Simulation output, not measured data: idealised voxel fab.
The following is a process module called voxel gate over fins.
This is section cut - it's 295 nm across, gridded in 5 nm square cells.
Cross-section layout: square cells on a grid; listed as bands, top to bottom; a band spans one or more cell rows. The entry gives the band's vertical extent as a top height and a bottom height in nm, then its horizontal make-up as materials from left to right, each with a width in nm. "air" stands for empty space; a single material marked "everywhere" fills the band edge to edge. All heights in this document are referenced to 0, defined as the level beneath which the wafer, as received, consists entirely of one material. The lowest band is not bounded below; it extends indefinitely downward and is written in the form "0 down". A width such as "30..40" changes by the same amount from each row of cells to the next, from the band's top row to its bottom row. A step reported as "nothing got changed" is a step in which no cell of the cross-section changed. Voids not open to the top, 8 cells minimum: see "Voids, fully enclosed". Written width x height at distance; distance is from the left edge; nm. Post-settings text on a step line: simulator's own remark regarding the step. "overlay nm" answers the question of how far to the right of plan the mask lay on a step that has a mask, and when it is negative the answer is to the left.

PLAN
1. RECEIVE, material Si
2. CONFORMAL_DEP, material SiN, thk nm 5
3. PATTERN, tone cover, mask id FINS, material resist, width nm 15, pitch nm 35, thk nm 15, overlay nm 0
4. DIRECTIONAL_ETCH, etch materials SiN, depth nm 5
5. DIRECTIONAL_ETCH, etch materials Si, depth nm 40
6. STRIP, etch materials resist
7. FILL_DEP, material SiO2, thk nm 5
8. CMP, height nm 5
9. SELECTIVE_ETCH, etch materials SiO2, depth nm 20
10. STRIP, etch materials SiN
11. CONFORMAL_DEP, material HfO2, thk nm 5
12. CONFORMAL_DEP, material TiN, thk nm 5
13. CONFORMAL_DEP, material TiAl, thk nm 5
14. CONFORMAL_DEP, material TiN, thk nm 5
15. FILL_DEP, material W, thk nm 15
16. CMP, height nm 30
17. CONFORMAL_DEP, material SiCN, thk nm 10

FIRST OF TWO WAFERS: RUN AS PLANNED

INCOMING WAFER IN CROSS-SECTION (STATE: AFTER STEP 1)
0 down  Si everywhere
Voids, fully enclosed: none

THE FOLLOWING CROSS-SECTION DEPICTS THE WAFER UPON COMPLETION OF STEP 2
5 to 0  SiN everywhere
Heights below 0 show no change.

THE FOLLOWING CROSS-SECTION DEPICTS THE WAFER UPON COMPLETION OF STEP 3
20 to 5  air (85) | resist (15) | air (20) | resist (15) | air (20) | resist (15) | air (20) | resist (15) | air (90)
Heights below 5 show no change.

THE FOLLOWING CROSS-SECTION DEPICTS THE WAFER UPON COMPLETION OF STEP 4
20 to 5  air (85) | resist (15) | air (20) | resist (15) | air (20) | resist (15) | air (20) | resist (15) | air (90)
5 to 0  air (85) | SiN (15) | air (20) | SiN (15) | air (20) | SiN (15) | air (20) | SiN (15) | air (90)
Heights below 0 show no change.

THE FOLLOWING CROSS-SECTION DEPICTS THE WAFER UPON COMPLETION OF STEP 5
20 to 5  air (85) | resist (15) | air (20) | resist (15) | air (20) | resist (15) | air (20) | resist (15) | air (90)
5 to 0  air (85) | SiN (15) | air (20) | SiN (15) | air (20) | SiN (15) | air (20) | SiN (15) | air (90)
0 to -40  air (85) | Si (15) | air (20) | Si (15) | air (20) | Si (15) | air (20) | Si (15) | air (90)
Heights below -40 show no change.

THE FOLLOWING CROSS-SECTION DEPICTS THE WAFER UPON COMPLETION OF STEP 6
5 to 0  air (85) | SiN (15) | air (20) | SiN (15) | air (20) | SiN (15) | air (20) | SiN (15) | air (90)
Heights below 0 show no change.

THE FOLLOWING CROSS-SECTION DEPICTS THE WAFER UPON COMPLETION OF STEP 7
10 to 5  SiO2 everywhere
5 to 0  SiO2 (85) | SiN (15) | SiO2 (20) | SiN (15) | SiO2 (20) | SiN (15) | SiO2 (20) | SiN (15) | SiO2 (90)
0 to -40  SiO2 (85) | Si (15) | SiO2 (20) | Si (15) | SiO2 (20) | Si (15) | SiO2 (20) | Si (15) | SiO2 (90)
Heights below -40 show no change.

THE FOLLOWING CROSS-SECTION DEPICTS THE WAFER UPON COMPLETION OF STEP 8
5 to 0  SiO2 (85) | SiN (15) | SiO2 (20) | SiN (15) | SiO2 (20) | SiN (15) | SiO2 (20) | SiN (15) | SiO2 (90)
Heights below 0 show no change.

THE FOLLOWING CROSS-SECTION DEPICTS THE WAFER UPON COMPLETION OF STEP 9
5 to 0  air (85) | SiN (15) | air (20) | SiN (15) | air (20) | SiN (15) | air (20) | SiN (15) | air (90)
0 to -15  air (85) | Si (15) | air (20) | Si (15) | air (20) | Si (15) | air (20) | Si (15) | air (90)
Heights below -15 show no change.

THE FOLLOWING CROSS-SECTION DEPICTS THE WAFER UPON COMPLETION OF STEP 10
0 to -15  air (85) | Si (15) | air (20) | Si (15) | air (20) | Si (15) | air (20) | Si (15) | air (90)
Heights below -15 show no change.

THE FOLLOWING CROSS-SECTION DEPICTS THE WAFER UPON COMPLETION OF STEP 11
5 to 0  air (80) | HfO2 (25) | air (10) | HfO2 (25) | air (10) | HfO2 (25) | air (10) | HfO2 (25) | air (85)
0 to -10  air (80) | HfO2 (5) | Si (15) | HfO2 (5) | air (10) | HfO2 (5) | Si (15) | HfO2 (5) | air (10) | HfO2 (5) | Si (15) | HfO2 (5) | air (10) | HfO2 (5) | Si (15) | HfO2 (5) | air (85)
-10 to -15  HfO2 (85) | Si (15) | HfO2 (20) | Si (15) | HfO2 (20) | Si (15) | HfO2 (20) | Si (15) | HfO2 (90)
Heights below -15 show no change.

THE FOLLOWING CROSS-SECTION DEPICTS THE WAFER UPON COMPLETION OF STEP 12
10 to 5  air (75) | TiN (140) | air (80)
5 to 0  air (75) | TiN (5) | HfO2 (25) | TiN (10) | HfO2 (25) | TiN (10) | HfO2 (25) | TiN (10) | HfO2 (25) | TiN (5) | air (80)
0 to -5  air (75) | TiN (5) | HfO2 (5) | Si (15) | HfO2 (5) | TiN (10) | HfO2 (5) | Si (15) | HfO2 (5) | TiN (10) | HfO2 (5) | Si (15) | HfO2 (5) | TiN (10) | HfO2 (5) | Si (15) | HfO2 (5) | TiN (5) | air (80)
-5 to -10  TiN (80) | HfO2 (5) | Si (15) | HfO2 (5) | TiN (10) | HfO2 (5) | Si (15) | HfO2 (5) | TiN (10) | HfO2 (5) | Si (15) | HfO2 (5) | TiN (10) | HfO2 (5) | Si (15) | HfO2 (5) | TiN (85)
Heights below -10 show no change.

THE FOLLOWING CROSS-SECTION DEPICTS THE WAFER UPON COMPLETION OF STEP 13
15 to 10  air (70) | TiAl (150) | air (75)
10 to 5  air (70) | TiAl (5) | TiN (140) | TiAl (5) | air (75)
5 to 0  air (70) | TiAl (5) | TiN (5) | HfO2 (25) | TiN (10) | HfO2 (25) | TiN (10) | HfO2 (25) | TiN (10) | HfO2 (25) | TiN (5) | TiAl (5) | air (75)
0 to -5  TiAl (75) | TiN (5) | HfO2 (5) | Si (15) | HfO2 (5) | TiN (10) | HfO2 (5) | Si (15) | HfO2 (5) | TiN (10) | HfO2 (5) | Si (15) | HfO2 (5) | TiN (10) | HfO2 (5) | Si (15) | HfO2 (5) | TiN (5) | TiAl (80)
Heights below -5 show no change.

THE FOLLOWING CROSS-SECTION DEPICTS THE WAFER UPON COMPLETION OF STEP 14
20 to 15  air (65) | TiN (160) | air (70)
15 to 10  air (65) | TiN (5) | TiAl (150) | TiN (5) | air (70)
10 to 5  air (65) | TiN (5) | TiAl (5) | TiN (140) | TiAl (5) | TiN (5) | air (70)
5 to 0  TiN (70) | TiAl (5) | TiN (5) | HfO2 (25) | TiN (10) | HfO2 (25) | TiN (10) | HfO2 (25) | TiN (10) | HfO2 (25) | TiN (5) | TiAl (5) | TiN (75)
Heights below 0 show no change.

THE FOLLOWING CROSS-SECTION DEPICTS THE WAFER UPON COMPLETION OF STEP 15
35 to 20  W everywhere
20 to 15  W (65) | TiN (160) | W (70)
15 to 10  W (65) | TiN (5) | TiAl (150) | TiN (5) | W (70)
10 to 5  W (65) | TiN (5) | TiAl (5) | TiN (140) | TiAl (5) | TiN (5) | W (70)
Heights below 5 show no change.

THE FOLLOWING CROSS-SECTION DEPICTS THE WAFER UPON COMPLETION OF STEP 16
30 to 20  W everywhere
Heights below 20 show no change.

THE FOLLOWING CROSS-SECTION DEPICTS THE WAFER UPON COMPLETION OF STEP 17
40 to 30  SiCN everywhere
Heights below 30 show no change.

SECOND WAFER - SHARED START AND PLAN WITH THE FIRST - ONE ERROR IN RUNNING - SAME AS THE FIRST UP TO STEP 12 INCLUSIVE

SECOND WAFER, SECTION VIEW, TIME POINT: SCHEDULED END OF STEP 13
15 to 5  air (70) | TiN (150) | air (75)
5 to 0  air (70) | TiN (10) | HfO2 (25) | TiN (10) | HfO2 (25) | TiN (10) | HfO2 (25) | TiN (10) | HfO2 (25) | TiN (10) | air (75)
0 to -10  TiN (80) | HfO2 (5) | Si (15) | HfO2 (5) | TiN (10) | HfO2 (5) | Si (15) | HfO2 (5) | TiN (10) | HfO2 (5) | Si (15) | HfO2 (5) | TiN (10) | HfO2 (5) | Si (15) | HfO2 (5) | TiN (85)
Heights below -10 show no change.

SECOND WAFER, SECTION VIEW, TIME POINT: SCHEDULED END OF STEP 14
20 to 15  air (65) | TiAl (160) | air (70)
15 to 5  air (65) | TiAl (5) | TiN (150) | TiAl (5) | air (70)
5 to 0  TiAl (70) | TiN (10) | HfO2 (25) | TiN (10) | HfO2 (25) | TiN (10) | HfO2 (25) | TiN (10) | HfO2 (25) | TiN (10) | TiAl (75)
Heights below 0 show no change.

SECOND WAFER, SECTION VIEW, TIME POINT: SCHEDULED END OF STEP 15
35 to 20  W everywhere
20 to 15  W (65) | TiAl (160) | W (70)
15 to 5  W (65) | TiAl (5) | TiN (150) | TiAl (5) | W (70)
Heights below 5 show no change.

SECOND WAFER, SECTION VIEW, TIME POINT: SCHEDULED END OF STEP 16
30 to 20  W everywhere
Heights below 20 show no change.

SECOND WAFER, SECTION VIEW, TIME POINT: SCHEDULED END OF STEP 17
40 to 30  SiCN everywhere
Heights below 30 show no change.
Where did the run depart from the plan? the intended sequence of steps 13 and 14 was reversed during processing, with each occupying the position of the other
At the close, every material occupies the same number of cells on the second wafer as on the first, only in different positions.
